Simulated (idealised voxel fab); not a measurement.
The document below concerns the process module designated voxel local oxidation.
The cross-section shown here is cut; it is 295 nm wide and divided into square cells measuring 5 nm on a side.
This document writes a cross-section as a grid whose cells are square, and gives it as bands, listed from the top down; one or more rows of cells form a band.
The entry gives the band's vertical extent as a top height and a bottom height in nm, then its horizontal make-up as materials from left to right, each with a width in nm. "empty" stands for empty space; a single material marked "all across" fills the band edge to edge.
Heights are expressed relative to 0, this being the level below which the as-received wafer comprises one material exclusively. The lowest band is unbounded in the downward direction and is denoted as in "0 nm and below".
It should be noted that a width expressed as "30->40" varies in equal increments from row to row of cells within the band, taking the value of the first number at the top row and that of the second number at the bottom row.
For the purposes of this document, the phrase "no alteration" attached to a step denotes that no cell within the cross-section was modified by that step.
Voids lacking openings: empty space of 8 cells or more with no open way to the top, each as width x height at its distance from the left edge, in nm
Past the settings on a step's line: simulator remark, on that step.
The setting "overlay nm" may be written on the line of a step. When the step uses a mask, the value reports how far to the right of the planned place the mask lay, and a negative value reports that it lay to the left.
Process steps - plan
1 RECEIVE,material Si
2 CONFORMAL_DEP,material SiO2,thk nm 5
3 CONFORMAL_DEP,material SiN,thk nm 10
4 DIRECTIONAL_DEP,material aC,thk nm 10
5 PATTERN,tone cover,mask id ACTIVE,material resist,width nm 95,pitch nm 135,thk nm 30,overlay nm 0
6 DIRECTIONAL_ETCH,etch materials aC,depth nm 10
7 STRIP,etch materials resist
8 DIRECTIONAL_ETCH,etch materials SiN,depth nm 10
9 STRIP,etch materials aC
10 SELECTIVE_ETCH,etch materials SiO2,depth nm 5
11 OXIDIZE,depth nm 15
12 STRIP,etch materials SiN
Cross-section of the incoming wafer, state after step 1
  0 nm and below: Si all across
  Voids lacking openings: none
The plan above was carried out on the starting structure above with one mistake, and this cross-section shows the wafer at the end of the module
  20 nm to 15 nm: SiO2 all across
  15 nm to 5 nm: SiN all across
  5 nm to 0 nm: SiO2 all across
  0 nm and below: Si all across
  Voids lacking openings: none
What broke from the plan during processing? step 4 ran with different settings than intended, the actual operation and settings being DIRECTIONAL_DEP,material SiO2,thk nm 10
